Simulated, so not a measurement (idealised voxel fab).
The process module that follows is named voxel gate over fins.
The cross-section shown here is cut; it is 280 nm wide and divided into square cells measuring 5 nm on a side.
Reading order for cross-sections: top band down to bottom band. Underlying form: a grid of square cells. Band size: one or more rows of cells. Band: top height; bottom height; in nm. Then, left to right: material with width in nm, for each material. "everywhere": a single material spanning edge to edge. "blank": empty space. Measure heights from 0. That's the level where, below it, the as-received wafer is all one material. The lowest band is bottomless and extends downward; write it as in "top 0, no bottom". Read "30->40" as a graded width: first number on top, second number at the bottom, same change between each pair of neighbouring rows. Where the words "nothing altered" appear for a step, the cross-section shows no cell changed by that step; every cell remained as before. "Fully sealed cavities" lists enclosed empty spaces (at least 8 cells, no open path upward to the top), each as width x height at distance from the left edge, in nm. If you see something after the settings on a step's line, that's the simulator's own remark about that step. "overlay nm" denotes, for a step that has a mask, the displacement of the mask to the right of its planned place, with negative values corresponding to the left.
PLANNED PROCESS STEPS
1,RECEIVE with material Si
2,CONFORMAL_DEP with material SiN, thk nm 10
3,DIRECTIONAL_DEP with material aC, thk nm 10
4,PATTERN with tone cover, mask id FINS, material resist, width nm 15, pitch nm 60, thk nm 25, overlay nm 0
5,DIRECTIONAL_ETCH with etch materials aC, depth nm 10
6,STRIP with etch materials resist
7,DIRECTIONAL_ETCH with etch materials SiN, depth nm 10
8,DIRECTIONAL_ETCH with etch materials Si, depth nm 30
9,STRIP with etch materials aC
10,OXIDIZE with depth nm 5
11,FILL_DEP with material SiO2, thk nm 5
12,CMP with height nm 10
13,PATTERN with tone open, mask id RAIL, material resist, width nm 15, thk nm 20, overlay nm 0
14,DIRECTIONAL_ETCH with etch materials SiO2, depth nm 35
15,STRIP with etch materials resist
16,CONFORMAL_DEP with material TiN, thk nm 5
17,FILL_DEP with material W, thk nm 10
18,CMP with height nm 10
19,SELECTIVE_ETCH with etch materials W Ru TiN, depth nm 30
20,FILL_DEP with material SiO2, thk nm 5
21,CMP with height nm 10
22,SELECTIVE_ETCH with etch materials SiO2, depth nm 25
23,STRIP with etch materials SiN
24,CONFORMAL_DEP with material HfO2, thk nm 5
25,CONFORMAL_DEP with material TiN, thk nm 5
26,FILL_DEP with material W, thk nm 15
27,CMP with height nm 20
28,CONFORMAL_DEP with material SiCN, thk nm 10
INCOMING WAFER IN CROSS-SECTION (STATE: AFTER STEP 1)
- top 0, no bottom | Si everywhere
- Fully sealed cavities: none
THIS IS HOW THE WAFER LOOKS IN CROSS-SECTION ONCE THE MODULE IS DONE, GIVEN THE STARTING STATE AND PLAN ABOVE AND ONE MISTAKE IN CARRYING THE PLAN OUT
- top 30, bottom 20 | SiCN everywhere
- top 20, bottom 10 | W everywhere
- top 10, bottom 5 | W 65, then TiN 25, then W 35, then TiN 25, then W 35, then TiN 25, then W 70
- top 5, bottom 0 | W 65, then TiN 5, then HfO2 15, then TiN 5, then W 35, then TiN 5, then HfO2 15, then TiN 5, then W 35, then TiN 5, then HfO2 15, then TiN 5, then W 70
- top 0, bottom -5 | W 65, then TiN 5, then HfO2 5, then Si 5, then HfO2 5, then TiN 5, then W 35, then TiN 5, then HfO2 5, then Si 5, then HfO2 5, then TiN 5, then W 35, then TiN 5, then HfO2 5, then Si 5, then HfO2 5, then TiN 5, then W 70
- top -5, bottom -10 | TiN 70, then HfO2 5, then Si 5, then HfO2 5, then TiN 45, then HfO2 5, then Si 5, then HfO2 5, then TiN 45, then HfO2 5, then Si 5, then HfO2 5, then TiN 75
- top -10, bottom -15 | HfO2 75, then Si 5, then HfO2 55, then Si 5, then HfO2 55, then Si 5, then HfO2 80
- top -15, bottom -20 | SiO2 75, then Si 5, then SiO2 55, then Si 5, then SiO2 55, then Si 5, then SiO2 80
- top -20, bottom -25 | SiO2 75, then Si 5, then SiO2 15, then TiN 25, then SiO2 15, then Si 5, then SiO2 55, then Si 5, then SiO2 80
- top -25, bottom -35 | SiO2 75, then Si 5, then SiO2 55, then Si 5, then SiO2 55, then Si 5, then SiO2 80
- top -35, no bottom | Si everywhere
- Fully sealed cavities: none
Deviation from plan: step 13 changed vs plan, executed as PATTERN with tone open, mask id RAIL, material resist, width nm 25, thk nm 20, overlay nm 0
